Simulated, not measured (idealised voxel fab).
process module | voxel self aligned vias
cross-section cut | 240 nm wide | cells 5 nm
A cross-section is a grid of square cells, given in bands from the top down. A band is one or more rows of cells.
Each band's line starts with the height of the band's top and of its bottom, in nm. Then come its materials from left to right, each with its width in nm. One material with "throughout" fills the band from edge to edge. "air" is empty space.
Height 0 is the level under which the wafer as received is all one material. The lowest band goes on downwards, as in "0 down".
A width such as "30 to 40" changes by the same amount from each row of cells to the next, from the band's top row to its bottom row.
"no change" after a step means that no cell of the cross-section changed.
closed voids: empty space of 8 cells or more with no open way to the top, each as width x height at its distance from the left edge, in nm
after a step's settings: what the simulator itself notes on the step
overlay nm, on a step with a mask: how far to the right of its planned place the mask lay; to the left if negative
plan
1 op RECEIVE | material Si
2 op CONFORMAL_DEP | material SiO2 | thk nm 15
3 op CONFORMAL_DEP | material SiCN | thk nm 5
4 op DIRECTIONAL_DEP | material SiO2 | thk nm 25
5 op MASKED_ETCH | tone open | mask id LINES | width nm 30 | pitch nm 55 | etch materials SiO2 | depth nm 25 | overlay nm 0
6 op CONFORMAL_DEP | material TiN | thk nm 5
7 op FILL_DEP | material W | thk nm 10
8 op CMP | height nm 45
9 op SELECTIVE_ETCH | etch materials W Ru TiN | depth nm 5
10 op FILL_DEP | material SiN | thk nm 10
11 op CMP | height nm 45
12 op DIRECTIONAL_DEP | material SiO2 | thk nm 20
13 op MASKED_ETCH | tone open | mask id VIAS | width nm 40 | pitch nm 55 | etch materials SiO2 | depth nm 20 | overlay nm 0
14 op MASKED_ETCH | tone open | mask id VIAS | width nm 40 | pitch nm 55 | etch materials SiN | depth nm 5 | overlay nm 0
15 op CONFORMAL_DEP | material TiN | thk nm 5
16 op FILL_DEP | material W | thk nm 10
17 op CMP | height nm 65
18 op CONFORMAL_DEP | material SiCN | thk nm 5
first wafer, as planned
as received, after step 1
  0 down: Si throughout
  closed voids: none
after step 2
  15 to 0: SiO2 throughout
  below 0: unchanged
after step 3
  20 to 15: SiCN throughout
  below 15: unchanged
after step 4
  45 to 20: SiO2 throughout
  below 20: unchanged
after step 5
  45 to 20: SiO2 75 | air 30 | SiO2 25 | air 30 | SiO2 80
  below 20: unchanged
after step 6
  50 to 45: TiN 80 | air 20 | TiN 35 | air 20 | TiN 85
  45 to 25: SiO2 75 | TiN 5 | air 20 | TiN 5 | SiO2 25 | TiN 5 | air 20 | TiN 5 | SiO2 80
  25 to 20: SiO2 75 | TiN 30 | SiO2 25 | TiN 30 | SiO2 80
  below 20: unchanged
after step 7
  60 to 50: W throughout
  50 to 45: TiN 80 | W 20 | TiN 35 | W 20 | TiN 85
  45 to 25: SiO2 75 | TiN 5 | W 20 | TiN 5 | SiO2 25 | TiN 5 | W 20 | TiN 5 | SiO2 80
  below 25: unchanged
after step 8
  45 to 25: SiO2 75 | TiN 5 | W 20 | TiN 5 | SiO2 25 | TiN 5 | W 20 | TiN 5 | SiO2 80
  below 25: unchanged
after step 9
  45 to 40: SiO2 75 | air 30 | SiO2 25 | air 30 | SiO2 80
  below 40: unchanged
after step 10
  55 to 45: SiN throughout
  45 to 40: SiO2 75 | SiN 30 | SiO2 25 | SiN 30 | SiO2 80
  below 40: unchanged
after step 11
  45 to 40: SiO2 75 | SiN 30 | SiO2 25 | SiN 30 | SiO2 80
  below 40: unchanged
after step 12
  65 to 45: SiO2 throughout
  below 45: unchanged
after step 13
  65 to 45: SiO2 70 | air 40 | SiO2 15 | air 40 | SiO2 75
  below 45: unchanged
after step 14
  65 to 45: SiO2 70 | air 40 | SiO2 15 | air 40 | SiO2 75
  45 to 40: SiO2 75 | air 30 | SiO2 25 | air 30 | SiO2 80
  below 40: unchanged
after step 15
  70 to 65: TiN 75 | air 30 | TiN 25 | air 30 | TiN 80
  65 to 50: SiO2 70 | TiN 5 | air 30 | TiN 5 | SiO2 15 | TiN 5 | air 30 | TiN 5 | SiO2 75
  50 to 45: SiO2 70 | TiN 10 | air 20 | TiN 10 | SiO2 15 | TiN 10 | air 20 | TiN 10 | SiO2 75
  45 to 40: SiO2 75 | TiN 30 | SiO2 25 | TiN 30 | SiO2 80
  below 40: unchanged
after step 16
  80 to 70: W throughout
  70 to 65: TiN 75 | W 30 | TiN 25 | W 30 | TiN 80
  65 to 50: SiO2 70 | TiN 5 | W 30 | TiN 5 | SiO2 15 | TiN 5 | W 30 | TiN 5 | SiO2 75
  50 to 45: SiO2 70 | TiN 10 | W 20 | TiN 10 | SiO2 15 | TiN 10 | W 20 | TiN 10 | SiO2 75
  below 45: unchanged
after step 17
  65 to 50: SiO2 70 | TiN 5 | W 30 | TiN 5 | SiO2 15 | TiN 5 | W 30 | TiN 5 | SiO2 75
  below 50: unchanged
after step 18
  70 to 65: SiCN throughout
  below 65: unchanged
second wafer: like start, like plan, one mistake. Through step 16 it matches the first wafer
when step 17 should have ended
  70 to 65: TiN 75 | W 30 | TiN 25 | W 30 | TiN 80
  below 65: unchanged
when step 18 should have ended
  75 to 70: SiCN throughout
  below 70: unchanged
what went wrong: step 17 ran as: op CMP | height nm 70
at the end the second wafer has, in cells: 36 more of TiN | 12 more of W
